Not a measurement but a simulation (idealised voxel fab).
process module | voxel wiring stack
cross-section cut | 245 nm wide | cells 5 nm
A cross-section is a grid of square cells, given in bands from the top down. A band is one or more rows of cells.
Each band's line starts with the height of the band's top and of its bottom, in nm. Then come its materials from left to right, each with its width in nm. One material with "throughout" fills the band from edge to edge. "air" is empty space.
Height 0 is the level under which the wafer as received is all one material. The lowest band goes on downwards, as in "0 down".
A width such as "30 to 40" changes by the same amount from each row of cells to the next, from the band's top row to its bottom row.
"no change" after a step means that no cell of the cross-section changed.
closed voids: empty space of 8 cells or more with no open way to the top, each as width x height at its distance from the left edge, in nm
after a step's settings: what the simulator itself notes on the step
overlay nm, on a step with a mask: how far to the right of its planned place the mask lay; to the left if negative
plan
1 op RECEIVE | material Si
2 op CONFORMAL_DEP | material SiO2 | thk nm 10
3 op DIRECTIONAL_DEP | material TiN | thk nm 5
4 op DIRECTIONAL_DEP | material Ru | thk nm 20
5 op PATTERN | tone cover | mask id METAL_1 | material resist | width nm 20 | pitch nm 35 | thk nm 15 | overlay nm 0
6 op DIRECTIONAL_ETCH | etch materials Ru | depth nm 20
7 op DIRECTIONAL_ETCH | etch materials TiN | depth nm 5
8 op STRIP | etch materials resist
9 op CONFORMAL_DEP | material SiN | thk nm 5
10 op FILL_DEP | material SiO2 | thk nm 5
11 op CMP | height nm 35
12 op CONFORMAL_DEP | material SiCN | thk nm 5
13 op DIRECTIONAL_DEP | material SiO2 | thk nm 20
14 op DIRECTIONAL_DEP | material aC | thk nm 15
15 op PATTERN | tone open | mask id PLUG_1 | material resist | width nm 15 | pitch nm 70 | thk nm 30 | overlay nm 0
16 op DIRECTIONAL_ETCH | etch materials aC | depth nm 15
17 op STRIP | etch materials resist
18 op DIRECTIONAL_ETCH | etch materials SiO2 | depth nm 20
19 op DIRECTIONAL_ETCH | etch materials SiCN | depth nm 5
20 op STRIP | etch materials aC
21 op EPI | material Ru | thk nm 10
22 op EPI | material Ru | thk nm 10
23 op EPI | material Ru | thk nm 5
24 op DIRECTIONAL_DEP | material TiN | thk nm 5
25 op DIRECTIONAL_DEP | material Ru | thk nm 20
26 op MASKED_ETCH | tone cover | mask id METAL_2 | width nm 20 | pitch nm 35 | etch materials Ru | depth nm 20 | overlay nm 0
27 op MASKED_ETCH | tone cover | mask id METAL_2 | width nm 20 | pitch nm 35 | etch materials TiN | depth nm 5 | overlay nm 0
28 op FILL_DEP | material SiO2 | thk nm 10
29 op CMP | height nm 85
30 op CONFORMAL_DEP | material SiCN | thk nm 5
31 op DIRECTIONAL_DEP | material SiO2 | thk nm 15
32 op MASKED_ETCH | tone open | mask id PLUG_2 | width nm 15 | pitch nm 35 | etch materials SiO2 | depth nm 15 | overlay nm 0
33 op MASKED_ETCH | tone open | mask id PLUG_2 | width nm 15 | pitch nm 35 | etch materials SiCN | depth nm 5 | overlay nm 0
34 op CONFORMAL_DEP | material TiN | thk nm 5
35 op FILL_DEP | material W | thk nm 5
36 op CMP | height nm 105
37 op DIRECTIONAL_DEP | material TiN | thk nm 5
38 op DIRECTIONAL_DEP | material W | thk nm 25
39 op PATTERN | tone cover | mask id METAL_3 | material resist | width nm 20 | pitch nm 35 | thk nm 20 | overlay nm 0
40 op DIRECTIONAL_ETCH | etch materials W | depth nm 25
41 op DIRECTIONAL_ETCH | etch materials TiN | depth nm 5
42 op STRIP | etch materials resist
43 op FILL_DEP | material SiO2 | thk nm 5
44 op CMP | height nm 135
45 op CONFORMAL_DEP | material SiN | thk nm 5
as received, after step 1
  0 down: Si throughout
  closed voids: none
a wafer at the end: this start, this plan, one mistake
  140 to 135: SiN throughout
  135 to 110: SiO2 60 | W 20 | SiO2 15 | W 20 | SiO2 15 | W 20 | SiO2 15 | W 20 | SiO2 60
  110 to 105: SiO2 60 | TiN 20 | SiO2 15 | TiN 20 | SiO2 15 | TiN 20 | SiO2 15 | TiN 20 | SiO2 60
  105 to 90: W throughout
  90 to 85: SiCN throughout
  85 to 65: SiO2 60 | Ru 20 | SiO2 15 | Ru 20 | SiO2 15 | Ru 20 | SiO2 15 | Ru 20 | SiO2 60
  65 to 60: SiO2 60 | TiN 20 | SiO2 15 | TiN 20 | SiO2 15 | TiN 20 | SiO2 15 | TiN 20 | SiO2 60
  60 to 40: SiO2 60 | Ru 15 | SiO2 55 | Ru 15 | SiO2 100
  40 to 35: SiCN 60 | Ru 15 | SiCN 55 | Ru 15 | SiCN 100
  35 to 15: SiO2 55 | SiN 5 | Ru 20 | SiN 5 | SiO2 5 | SiN 5 | Ru 20 | SiN 5 | SiO2 5 | SiN 5 | Ru 20 | SiN 5 | SiO2 5 | SiN 5 | Ru 20 | SiN 5 | SiO2 55
  15 to 10: SiN 60 | TiN 20 | SiN 15 | TiN 20 | SiN 15 | TiN 20 | SiN 15 | TiN 20 | SiN 60
  10 to 0: SiO2 throughout
  0 down: Si throughout
  closed voids: none
what went wrong: step 31 ran as: op DIRECTIONAL_DEP | material W | thk nm 15
